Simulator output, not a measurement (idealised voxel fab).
Process module in this document: voxel ribs on slabs
In the cross-section labelled cut, the width is 155 nm and each square cell is 5 nm.
In this document a cross-section is written as a grid of square cells. It is given as a series of bands, listed from the top down, and a band is one or more rows of cells. Each band's line starts with the height of the band's top and of its bottom, in nm. Then come its materials from left to right, each with its width in nm. One material with "all across" fills the band from edge to edge. "air" is empty space. All heights in this document are referenced to 0, defined as the level beneath which the wafer, as received, consists entirely of one material. The lowest band is not bounded below; it extends indefinitely downward and is written in the form "z 0 and below". Think of "30 to 40" as a width that walks from the first number to the second as you go down the band, top row to bottom row, taking equal-sized steps from row to row. Any step labelled "left unchanged" changed none of the cells in the cross-section. Basically, "Fully sealed cavities" tells you about the enclosed voids: empty spaces with no open way to the top, 8 cells or bigger, each written width x height at distance, where distance is from the left edge, all in nm. On a step's line, text after the settings is the simulator commenting on that step. overlay nm: mask offset rightward from planned place, masked step; negative means leftward offset.

Steps in the process plan:
- 1: RECEIVE, material Si
- 2: DIRECTIONAL_DEP, material SiO2, thk nm 30
- 3: DIRECTIONAL_DEP, material polySi, thk nm 20
- 4: PATTERN, tone cover, mask id RIB, material resist, width nm 15, thk nm 15, overlay nm 0
- 5: DIRECTIONAL_ETCH, etch materials polySi, depth nm 10
- 6: STRIP, etch materials resist
- 7: DIRECTIONAL_DEP, material aC, thk nm 15
- 8: PATTERN, tone cover, mask id SLAB, material resist, width nm 75, thk nm 35, overlay nm 0
- 9: DIRECTIONAL_ETCH, etch materials aC, depth nm 15
- 10: STRIP, etch materials resist
- 11: DIRECTIONAL_ETCH, etch materials polySi, depth nm 10
- 12: STRIP, etch materials aC
- 13: FILL_DEP, material SiO2, thk nm 25
- 14: CMP, height nm 65
- 15: DIRECTIONAL_DEP, material W, thk nm 10
- 16: PATTERN, tone cover, mask id HEATER, material resist, width nm 25, thk nm 15, overlay nm 0
- 17: DIRECTIONAL_ETCH, etch materials W, depth nm 10
- 18: STRIP, etch materials resist
- 19: CONFORMAL_DEP, material SiO2, thk nm 5

Wafer at receipt (post step 1), cross-section:
> z 0 and below  Si all across
> Fully sealed cavities: none

Cross-section taken at module completion on the first of two wafers; processed per the plan:
> z 80 to 75  air: 60 / SiO2: 35 / air: 60
> z 75 to 70  air: 60 / SiO2: 5 / W: 25 / SiO2: 5 / air: 60
> z 70 to 65  SiO2: 65 / W: 25 / SiO2: 65
> z 65 to 50  SiO2 all across
> z 50 to 40  SiO2: 70 / polySi: 15 / SiO2: 70
> z 40 to 30  SiO2: 40 / polySi: 75 / SiO2: 40
> z 30 to 0  SiO2 all across
> z 0 and below  Si all across
> Fully sealed cavities: none

Wafer two, sectioned after the module: the first wafer's start, the first wafer's plan, and one mistake in how it was run:
> z 80 to 75  air: 60 / SiO2: 35 / air: 60
> z 75 to 70  air: 60 / SiO2: 5 / W: 25 / SiO2: 5 / air: 60
> z 70 to 65  SiO2: 65 / W: 25 / SiO2: 65
> z 65 to 50  SiO2 all across
> z 50 to 40  SiO2: 70 / polySi: 15 / SiO2: 70
> z 40 to 30  SiO2: 45 / polySi: 75 / SiO2: 35
> z 30 to 0  SiO2 all across
> z 0 and below  Si all across
> Fully sealed cavities: none
Short version of what went wrong: step 8, actual vs plan mismatch, actual run PATTERN, tone cover, mask id SLAB, material resist, width nm 75, thk nm 35, overlay nm 5
In the final comparison it is observed that the number of cells assigned to each material is identical for the two wafers, whereas their placement is not.
